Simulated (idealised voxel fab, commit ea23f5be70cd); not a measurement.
process module | voxel transistor to metal
cross-section cut | 260 nm wide | cells 5 nm
A cross-section is a grid of square cells, given in bands from the top down. A band is one or more rows of cells.
Each band's line starts with the height of the band's top and of its bottom, in nm. Then come its materials from left to right, each with its width in nm. One material with "throughout" fills the band from edge to edge. "air" is empty space.
Height 0 is the level under which the wafer as received is all one material. The lowest band goes on downwards, as in "0 down".
A width such as "30 to 40" changes by the same amount from each row of cells to the next, from the band's top row to its bottom row.
"no change" after a step means that no cell of the cross-section changed.
closed voids: empty space of 8 cells or more with no open way to the top, each as width x height at its distance from the left edge, in nm
after a step's settings: what the simulator itself notes on the step
overlay nm, on a step with a mask: how far to the right of its planned place the mask lay; to the left if negative
plan
1 op RECEIVE | material Si
2 op CONFORMAL_DEP | material SiO2 | thk nm 5
3 op CONFORMAL_DEP | material SiN | thk nm 10
4 op DIRECTIONAL_DEP | material aC | thk nm 10
5 op PATTERN | tone cover | mask id ACTIVE | material resist | width nm 100 | pitch nm 130 | thk nm 30 | overlay nm 0
6 op DIRECTIONAL_ETCH | etch materials aC | depth nm 10
7 op STRIP | etch materials resist
8 op DIRECTIONAL_ETCH | etch materials SiN | depth nm 10
9 op DIRECTIONAL_ETCH | etch materials SiO2 | depth nm 5
10 op DIRECTIONAL_ETCH | etch materials Si | depth nm 25
11 op STRIP | etch materials aC
12 op OXIDIZE | depth nm 5
13 op FILL_DEP | material SiO2 | thk nm 5
14 op CMP | height nm 15
15 op SELECTIVE_ETCH | etch materials SiO2 | depth nm 10
16 op STRIP | etch materials SiN
17 op SELECTIVE_ETCH | etch materials SiO2 | depth nm 5
18 op OXIDIZE | depth nm 5
19 op DIRECTIONAL_DEP | material polySi | thk nm 30
20 op DIRECTIONAL_DEP | material SiCN | thk nm 15
21 op PATTERN | tone cover | mask id GATE | material resist | width nm 20 | pitch nm 130 | thk nm 15 | overlay nm 0
22 op DIRECTIONAL_ETCH | etch materials SiCN | depth nm 25
23 op DIRECTIONAL_ETCH | etch materials polySi | depth nm 40
24 op STRIP | etch materials resist
25 op CONFORMAL_DEP | material SiO2 | thk nm 5
26 op DIRECTIONAL_ETCH | etch materials SiO2 | depth nm 5
27 op CONFORMAL_DEP | material SiN | thk nm 10
28 op DIRECTIONAL_ETCH | etch materials SiN | depth nm 10
29 op DIRECTIONAL_ETCH | etch materials SiO2 | depth nm 5
30 op DIRECTIONAL_ETCH | etch materials Si | depth nm 15
31 op EPI | material pSi | thk nm 20
32 op FILL_DEP | material SiO2 | thk nm 10
33 op CMP | height nm 45
34 op DIRECTIONAL_DEP | material SiO2 | thk nm 10
35 op PATTERN | tone open | mask id CONTACT | material resist | width nm 15 | pitch nm 65 | thk nm 15 | overlay nm 0
36 op DIRECTIONAL_ETCH | etch materials SiO2 | depth nm 40
37 op STRIP | etch materials resist
38 op CONFORMAL_DEP | material TiN | thk nm 5
39 op FILL_DEP | material Ru | thk nm 5
40 op CMP | height nm 55
41 op CONFORMAL_DEP | material SiCN | thk nm 5
42 op DIRECTIONAL_DEP | material lowk | thk nm 15
43 op DIRECTIONAL_DEP | material aC | thk nm 15
44 op PATTERN | tone open | mask id METAL_1 | material resist | width nm 15 | pitch nm 65 | thk nm 30 | overlay nm 0
45 op DIRECTIONAL_ETCH | etch materials aC | depth nm 15
46 op STRIP | etch materials resist
47 op DIRECTIONAL_ETCH | etch materials lowk | depth nm 15
48 op DIRECTIONAL_ETCH | etch materials SiCN | depth nm 5
49 op STRIP | etch materials aC
50 op CONFORMAL_DEP | material TiN | thk nm 5
51 op FILL_DEP | material W | thk nm 10
52 op CMP | height nm 75
53 op EPI | material Ru | thk nm 5
54 op FILL_DEP | material SiCN | thk nm 5
first wafer, as planned
as received, after step 1
  0 down: Si throughout
  closed voids: none
after step 2
  5 to 0: SiO2 throughout
  below 0: unchanged
after step 3
  15 to 5: SiN throughout
  below 5: unchanged
after step 4
  25 to 15: aC throughout
  below 15: unchanged
after step 5
  55 to 25: air 15 | resist 100 | air 30 | resist 100 | air 15
  below 25: unchanged
after step 6
  45 to 25: air 15 | resist 100 | air 30 | resist 100 | air 15
  25 to 15: air 15 | aC 100 | air 30 | aC 100 | air 15
  below 15: unchanged
after step 7
  25 to 15: air 15 | aC 100 | air 30 | aC 100 | air 15
  below 15: unchanged
after step 8
  25 to 15: air 15 | aC 100 | air 30 | aC 100 | air 15
  15 to 5: air 15 | SiN 100 | air 30 | SiN 100 | air 15
  below 5: unchanged
after step 9
  25 to 15: air 15 | aC 100 | air 30 | aC 100 | air 15
  15 to 5: air 15 | SiN 100 | air 30 | SiN 100 | air 15
  5 to 0: air 15 | SiO2 100 | air 30 | SiO2 100 | air 15
  below 0: unchanged
after step 10
  25 to 15: air 15 | aC 100 | air 30 | aC 100 | air 15
  15 to 5: air 15 | SiN 100 | air 30 | SiN 100 | air 15
  5 to 0: air 15 | SiO2 100 | air 30 | SiO2 100 | air 15
  0 to -25: air 15 | Si 100 | air 30 | Si 100 | air 15
  below -25: unchanged
after step 11
  15 to 5: air 15 | SiN 100 | air 30 | SiN 100 | air 15
  below 5: unchanged
after step 12
  15 to 5: air 15 | SiN 100 | air 30 | SiN 100 | air 15
  5 to 0: air 15 | SiO2 100 | air 30 | SiO2 100 | air 15
  0 to -25: air 15 | SiO2 5 | Si 90 | SiO2 5 | air 30 | SiO2 5 | Si 90 | SiO2 5 | air 15
  -25 to -30: SiO2 20 | Si 90 | SiO2 40 | Si 90 | SiO2 20
  below -30: unchanged
after step 13
  20 to 15: SiO2 throughout
  15 to 5: SiO2 15 | SiN 100 | SiO2 30 | SiN 100 | SiO2 15
  5 to 0: SiO2 throughout
  0 to -30: SiO2 20 | Si 90 | SiO2 40 | Si 90 | SiO2 20
  below -30: unchanged
after step 14
  15 to 5: SiO2 15 | SiN 100 | SiO2 30 | SiN 100 | SiO2 15
  below 5: unchanged
after step 15
  15 to 5: air 15 | SiN 100 | air 30 | SiN 100 | air 15
  below 5: unchanged
after step 16
  5 to 0: SiO2 throughout
  below 0: unchanged
after step 17
  0 to -30: SiO2 20 | Si 90 | SiO2 40 | Si 90 | SiO2 20
  below -30: unchanged
after step 18
  0 to -5: SiO2 throughout
  below -5: unchanged
after step 19
  30 to 0: polySi throughout
  below 0: unchanged
after step 20
  45 to 30: SiCN throughout
  below 30: unchanged
after step 21
  60 to 45: air 55 | resist 20 | air 110 | resist 20 | air 55
  below 45: unchanged
after step 22
  60 to 45: air 55 | resist 20 | air 110 | resist 20 | air 55
  45 to 30: air 55 | SiCN 20 | air 110 | SiCN 20 | air 55
  below 30: unchanged
after step 23
  60 to 45: air 55 | resist 20 | air 110 | resist 20 | air 55
  45 to 30: air 55 | SiCN 20 | air 110 | SiCN 20 | air 55
  30 to 0: air 55 | polySi 20 | air 110 | polySi 20 | air 55
  below 0: unchanged
after step 24
  45 to 30: air 55 | SiCN 20 | air 110 | SiCN 20 | air 55
  below 30: unchanged
after step 25
  50 to 45: air 50 | SiO2 30 | air 100 | SiO2 30 | air 50
  45 to 30: air 50 | SiO2 5 | SiCN 20 | SiO2 5 | air 100 | SiO2 5 | SiCN 20 | SiO2 5 | air 50
  30 to 5: air 50 | SiO2 5 | polySi 20 | SiO2 5 | air 100 | SiO2 5 | polySi 20 | SiO2 5 | air 50
  5 to 0: SiO2 55 | polySi 20 | SiO2 110 | polySi 20 | SiO2 55
  below 0: unchanged
after step 26
  45 to 30: air 50 | SiO2 5 | SiCN 20 | SiO2 5 | air 100 | SiO2 5 | SiCN 20 | SiO2 5 | air 50
  30 to 0: air 50 | SiO2 5 | polySi 20 | SiO2 5 | air 100 | SiO2 5 | polySi 20 | SiO2 5 | air 50
  below 0: unchanged
after step 27
  55 to 45: air 40 | SiN 50 | air 80 | SiN 50 | air 40
  45 to 30: air 40 | SiN 10 | SiO2 5 | SiCN 20 | SiO2 5 | SiN 10 | air 80 | SiN 10 | SiO2 5 | SiCN 20 | SiO2 5 | SiN 10 | air 40
  30 to 10: air 40 | SiN 10 | SiO2 5 | polySi 20 | SiO2 5 | SiN 10 | air 80 | SiN 10 | SiO2 5 | polySi 20 | SiO2 5 | SiN 10 | air 40
  10 to 0: SiN 50 | SiO2 5 | polySi 20 | SiO2 5 | SiN 100 | SiO2 5 | polySi 20 | SiO2 5 | SiN 50
  below 0: unchanged
after step 28
  45 to 30: air 40 | SiN 10 | SiO2 5 | SiCN 20 | SiO2 5 | SiN 10 | air 80 | SiN 10 | SiO2 5 | SiCN 20 | SiO2 5 | SiN 10 | air 40
  30 to 0: air 40 | SiN 10 | SiO2 5 | polySi 20 | SiO2 5 | SiN 10 | air 80 | SiN 10 | SiO2 5 | polySi 20 | SiO2 5 | SiN 10 | air 40
  below 0: unchanged
after step 29
  45 to 40: air 40 | SiN 10 | air 5 | SiCN 20 | air 5 | SiN 10 | air 80 | SiN 10 | air 5 | SiCN 20 | air 5 | SiN 10 | air 40
  40 to 30: air 40 | SiN 10 | SiO2 5 | SiCN 20 | SiO2 5 | SiN 10 | air 80 | SiN 10 | SiO2 5 | SiCN 20 | SiO2 5 | SiN 10 | air 40
  30 to 0: air 40 | SiN 10 | SiO2 5 | polySi 20 | SiO2 5 | SiN 10 | air 80 | SiN 10 | SiO2 5 | polySi 20 | SiO2 5 | SiN 10 | air 40
  0 to -5: air 40 | SiO2 50 | air 80 | SiO2 50 | air 40
  below -5: unchanged
after step 30
  45 to 40: air 40 | SiN 10 | air 5 | SiCN 20 | air 5 | SiN 10 | air 80 | SiN 10 | air 5 | SiCN 20 | air 5 | SiN 10 | air 40
  40 to 30: air 40 | SiN 10 | SiO2 5 | SiCN 20 | SiO2 5 | SiN 10 | air 80 | SiN 10 | SiO2 5 | SiCN 20 | SiO2 5 | SiN 10 | air 40
  30 to 0: air 40 | SiN 10 | SiO2 5 | polySi 20 | SiO2 5 | SiN 10 | air 80 | SiN 10 | SiO2 5 | polySi 20 | SiO2 5 | SiN 10 | air 40
  0 to -5: air 40 | SiO2 50 | air 80 | SiO2 50 | air 40
  -5 to -20: SiO2 20 | air 20 | Si 50 | air 20 | SiO2 40 | air 20 | Si 50 | air 20 | SiO2 20
  below -20: unchanged
after step 31
  45 to 40: air 40 | SiN 10 | air 5 | SiCN 20 | air 5 | SiN 10 | air 80 | SiN 10 | air 5 | SiCN 20 | air 5 | SiN 10 | air 40
  40 to 30: air 40 | SiN 10 | SiO2 5 | SiCN 20 | SiO2 5 | SiN 10 | air 80 | SiN 10 | SiO2 5 | SiCN 20 | SiO2 5 | SiN 10 | air 40
  30 to 15: air 40 | SiN 10 | SiO2 5 | polySi 20 | SiO2 5 | SiN 10 | air 80 | SiN 10 | SiO2 5 | polySi 20 | SiO2 5 | SiN 10 | air 40
  15 to 0: air 20 | pSi 20 | SiN 10 | SiO2 5 | polySi 20 | SiO2 5 | SiN 10 | pSi 20 | air 40 | pSi 20 | SiN 10 | SiO2 5 | polySi 20 | SiO2 5 | SiN 10 | pSi 20 | air 20
  0 to -5: air 15 | pSi 25 | SiO2 50 | pSi 25 | air 30 | pSi 25 | SiO2 50 | pSi 25 | air 15
  -5 to -20: SiO2 20 | pSi 20 | Si 50 | pSi 20 | SiO2 40 | pSi 20 | Si 50 | pSi 20 | SiO2 20
  below -20: unchanged
after step 32
  55 to 45: SiO2 throughout
  45 to 30: SiO2 40 | SiN 10 | SiO2 5 | SiCN 20 | SiO2 5 | SiN 10 | SiO2 80 | SiN 10 | SiO2 5 | SiCN 20 | SiO2 5 | SiN 10 | SiO2 40
  30 to 15: SiO2 40 | SiN 10 | SiO2 5 | polySi 20 | SiO2 5 | SiN 10 | SiO2 80 | SiN 10 | SiO2 5 | polySi 20 | SiO2 5 | SiN 10 | SiO2 40
  15 to 0: SiO2 20 | pSi 20 | SiN 10 | SiO2 5 | polySi 20 | SiO2 5 | SiN 10 | pSi 20 | SiO2 40 | pSi 20 | SiN 10 | SiO2 5 | polySi 20 | SiO2 5 | SiN 10 | pSi 20 | SiO2 20
  0 to -5: SiO2 15 | pSi 25 | SiO2 50 | pSi 25 | SiO2 30 | pSi 25 | SiO2 50 | pSi 25 | SiO2 15
  below -5: unchanged
after step 33
  45 to 30: SiO2 40 | SiN 10 | SiO2 5 | SiCN 20 | SiO2 5 | SiN 10 | SiO2 80 | SiN 10 | SiO2 5 | SiCN 20 | SiO2 5 | SiN 10 | SiO2 40
  below 30: unchanged
after step 34
  55 to 45: SiO2 throughout
  below 45: unchanged
after step 35
  70 to 55: resist 25 | air 15 | resist 50 | air 15 | resist 50 | air 15 | resist 50 | air 15 | resist 25
  below 55: unchanged
after step 36
  70 to 55: resist 25 | air 15 | resist 50 | air 15 | resist 50 | air 15 | resist 50 | air 15 | resist 25
  55 to 45: SiO2 25 | air 15 | SiO2 50 | air 15 | SiO2 50 | air 15 | SiO2 50 | air 15 | SiO2 25
  45 to 30: SiO2 25 | air 15 | SiN 10 | SiO2 5 | SiCN 20 | SiO2 5 | SiN 10 | air 15 | SiO2 50 | air 15 | SiN 10 | SiO2 5 | SiCN 20 | SiO2 5 | SiN 10 | air 15 | SiO2 25
  30 to 15: SiO2 25 | air 15 | SiN 10 | SiO2 5 | polySi 20 | SiO2 5 | SiN 10 | air 15 | SiO2 50 | air 15 | SiN 10 | SiO2 5 | polySi 20 | SiO2 5 | SiN 10 | air 15 | SiO2 25
  below 15: unchanged
after step 37
  55 to 45: SiO2 25 | air 15 | SiO2 50 | air 15 | SiO2 50 | air 15 | SiO2 50 | air 15 | SiO2 25
  below 45: unchanged
after step 38
  60 to 55: TiN 30 | air 5 | TiN 60 | air 5 | TiN 60 | air 5 | TiN 60 | air 5 | TiN 30
  55 to 45: SiO2 25 | TiN 5 | air 5 | TiN 5 | SiO2 50 | TiN 5 | air 5 | TiN 5 | SiO2 50 | TiN 5 | air 5 | TiN 5 | SiO2 50 | TiN 5 | air 5 | TiN 5 | SiO2 25
  45 to 30: SiO2 25 | TiN 5 | air 5 | TiN 5 | SiN 10 | SiO2 5 | SiCN 20 | SiO2 5 | SiN 10 | TiN 5 | air 5 | TiN 5 | SiO2 50 | TiN 5 | air 5 | TiN 5 | SiN 10 | SiO2 5 | SiCN 20 | SiO2 5 | SiN 10 | TiN 5 | air 5 | TiN 5 | SiO2 25
  30 to 20: SiO2 25 | TiN 5 | air 5 | TiN 5 | SiN 10 | SiO2 5 | polySi 20 | SiO2 5 | SiN 10 | TiN 5 | air 5 | TiN 5 | SiO2 50 | TiN 5 | air 5 | TiN 5 | SiN 10 | SiO2 5 | polySi 20 | SiO2 5 | SiN 10 | TiN 5 | air 5 | TiN 5 | SiO2 25
  20 to 15: SiO2 25 | TiN 15 | SiN 10 | SiO2 5 | polySi 20 | SiO2 5 | SiN 10 | TiN 15 | SiO2 50 | TiN 15 | SiN 10 | SiO2 5 | polySi 20 | SiO2 5 | SiN 10 | TiN 15 | SiO2 25
  below 15: unchanged
after step 39
  65 to 60: Ru throughout
  60 to 55: TiN 30 | Ru 5 | TiN 60 | Ru 5 | TiN 60 | Ru 5 | TiN 60 | Ru 5 | TiN 30
  55 to 45: SiO2 25 | TiN 5 | Ru 5 | TiN 5 | SiO2 50 | TiN 5 | Ru 5 | TiN 5 | SiO2 50 | TiN 5 | Ru 5 | TiN 5 | SiO2 50 | TiN 5 | Ru 5 | TiN 5 | SiO2 25
  45 to 30: SiO2 25 | TiN 5 | Ru 5 | TiN 5 | SiN 10 | SiO2 5 | SiCN 20 | SiO2 5 | SiN 10 | TiN 5 | Ru 5 | TiN 5 | SiO2 50 | TiN 5 | Ru 5 | TiN 5 | SiN 10 | SiO2 5 | SiCN 20 | SiO2 5 | SiN 10 | TiN 5 | Ru 5 | TiN 5 | SiO2 25
  30 to 20: SiO2 25 | TiN 5 | Ru 5 | TiN 5 | SiN 10 | SiO2 5 | polySi 20 | SiO2 5 | SiN 10 | TiN 5 | Ru 5 | TiN 5 | SiO2 50 | TiN 5 | Ru 5 | TiN 5 | SiN 10 | SiO2 5 | polySi 20 | SiO2 5 | SiN 10 | TiN 5 | Ru 5 | TiN 5 | SiO2 25
  below 20: unchanged
after step 40
  55 to 45: SiO2 25 | TiN 5 | Ru 5 | TiN 5 | SiO2 50 | TiN 5 | Ru 5 | TiN 5 | SiO2 50 | TiN 5 | Ru 5 | TiN 5 | SiO2 50 | TiN 5 | Ru 5 | TiN 5 | SiO2 25
  below 45: unchanged
after step 41
  60 to 55: SiCN throughout
  below 55: unchanged
after step 42
  75 to 60: lowk throughout
  below 60: unchanged
after step 43
  90 to 75: aC throughout
  below 75: unchanged
after step 44
  120 to 90: resist 25 | air 15 | resist 50 | air 15 | resist 50 | air 15 | resist 50 | air 15 | resist 25
  below 90: unchanged
after step 45
  105 to 90: resist 25 | air 15 | resist 50 | air 15 | resist 50 | air 15 | resist 50 | air 15 | resist 25
  90 to 75: aC 25 | air 15 | aC 50 | air 15 | aC 50 | air 15 | aC 50 | air 15 | aC 25
  below 75: unchanged
after step 46
  90 to 75: aC 25 | air 15 | aC 50 | air 15 | aC 50 | air 15 | aC 50 | air 15 | aC 25
  below 75: unchanged
after step 47
  90 to 75: aC 25 | air 15 | aC 50 | air 15 | aC 50 | air 15 | aC 50 | air 15 | aC 25
  75 to 60: lowk 25 | air 15 | lowk 50 | air 15 | lowk 50 | air 15 | lowk 50 | air 15 | lowk 25
  below 60: unchanged
after step 48
  90 to 75: aC 25 | air 15 | aC 50 | air 15 | aC 50 | air 15 | aC 50 | air 15 | aC 25
  75 to 60: lowk 25 | air 15 | lowk 50 | air 15 | lowk 50 | air 15 | lowk 50 | air 15 | lowk 25
  60 to 55: SiCN 25 | air 15 | SiCN 50 | air 15 | SiCN 50 | air 15 | SiCN 50 | air 15 | SiCN 25
  below 55: unchanged
after step 49
  75 to 60: lowk 25 | air 15 | lowk 50 | air 15 | lowk 50 | air 15 | lowk 50 | air 15 | lowk 25
  below 60: unchanged
after step 50
  80 to 75: TiN 30 | air 5 | TiN 60 | air 5 | TiN 60 | air 5 | TiN 60 | air 5 | TiN 30
  75 to 60: lowk 25 | TiN 5 | air 5 | TiN 5 | lowk 50 | TiN 5 | air 5 | TiN 5 | lowk 50 | TiN 5 | air 5 | TiN 5 | lowk 50 | TiN 5 | air 5 | TiN 5 | lowk 25
  60 to 55: SiCN 25 | TiN 15 | SiCN 50 | TiN 15 | SiCN 50 | TiN 15 | SiCN 50 | TiN 15 | SiCN 25
  below 55: unchanged
after step 51
  90 to 80: W throughout
  80 to 75: TiN 30 | W 5 | TiN 60 | W 5 | TiN 60 | W 5 | TiN 60 | W 5 | TiN 30
  75 to 60: lowk 25 | TiN 5 | W 5 | TiN 5 | lowk 50 | TiN 5 | W 5 | TiN 5 | lowk 50 | TiN 5 | W 5 | TiN 5 | lowk 50 | TiN 5 | W 5 | TiN 5 | lowk 25
  below 60: unchanged
after step 52
  75 to 60: lowk 25 | TiN 5 | W 5 | TiN 5 | lowk 50 | TiN 5 | W 5 | TiN 5 | lowk 50 | TiN 5 | W 5 | TiN 5 | lowk 50 | TiN 5 | W 5 | TiN 5 | lowk 25
  below 60: unchanged
after step 53
  80 to 75: air 20 | Ru 25 | air 40 | Ru 25 | air 40 | Ru 25 | air 40 | Ru 25 | air 20
  below 75: unchanged
after step 54
  85 to 80: SiCN throughout
  80 to 75: SiCN 20 | Ru 25 | SiCN 40 | Ru 25 | SiCN 40 | Ru 25 | SiCN 40 | Ru 25 | SiCN 20
  below 75: unchanged
second wafer: like start, like plan, one mistake. Through step 40 it matches the first wafer
when step 41 should have ended
  70 to 55: lowk throughout
  below 55: unchanged
when step 42 should have ended
  75 to 70: SiCN throughout
  below 70: unchanged
when step 43 should have ended
  90 to 75: aC throughout
  below 75: unchanged
when step 44 should have ended
  120 to 90: resist 25 | air 15 | resist 50 | air 15 | resist 50 | air 15 | resist 50 | air 15 | resist 25
  below 90: unchanged
when step 45 should have ended
  105 to 90: resist 25 | air 15 | resist 50 | air 15 | resist 50 | air 15 | resist 50 | air 15 | resist 25
  90 to 75: aC 25 | air 15 | aC 50 | air 15 | aC 50 | air 15 | aC 50 | air 15 | aC 25
  below 75: unchanged
when step 46 should have ended
  90 to 75: aC 25 | air 15 | aC 50 | air 15 | aC 50 | air 15 | aC 50 | air 15 | aC 25
  below 75: unchanged
when step 47 should have ended: no change
when step 48 should have ended
  90 to 75: aC 25 | air 15 | aC 50 | air 15 | aC 50 | air 15 | aC 50 | air 15 | aC 25
  75 to 70: SiCN 25 | air 15 | SiCN 50 | air 15 | SiCN 50 | air 15 | SiCN 50 | air 15 | SiCN 25
  below 70: unchanged
when step 49 should have ended
  75 to 70: SiCN 25 | air 15 | SiCN 50 | air 15 | SiCN 50 | air 15 | SiCN 50 | air 15 | SiCN 25
  below 70: unchanged
when step 50 should have ended
  80 to 75: TiN 30 | air 5 | TiN 60 | air 5 | TiN 60 | air 5 | TiN 60 | air 5 | TiN 30
  75 to 70: SiCN 25 | TiN 15 | SiCN 50 | TiN 15 | SiCN 50 | TiN 15 | SiCN 50 | TiN 15 | SiCN 25
  below 70: unchanged
when step 51 should have ended
  90 to 80: W throughout
  80 to 75: TiN 30 | W 5 | TiN 60 | W 5 | TiN 60 | W 5 | TiN 60 | W 5 | TiN 30
  below 75: unchanged
when step 52 should have ended
  75 to 70: SiCN 25 | TiN 15 | SiCN 50 | TiN 15 | SiCN 50 | TiN 15 | SiCN 50 | TiN 15 | SiCN 25
  below 70: unchanged
when step 53 should have ended
  80 to 75: air 20 | Ru 25 | air 40 | Ru 25 | air 40 | Ru 25 | air 40 | Ru 25 | air 20
  below 75: unchanged
when step 54 should have ended
  85 to 80: SiCN throughout
  80 to 75: SiCN 20 | Ru 25 | SiCN 40 | Ru 25 | SiCN 40 | Ru 25 | SiCN 40 | Ru 25 | SiCN 20
  below 75: unchanged
what went wrong: steps 41 and 42 were swapped
at the end the second wafer has, in cells: 24 fewer of TiN | 12 fewer of W | 36 more of lowk
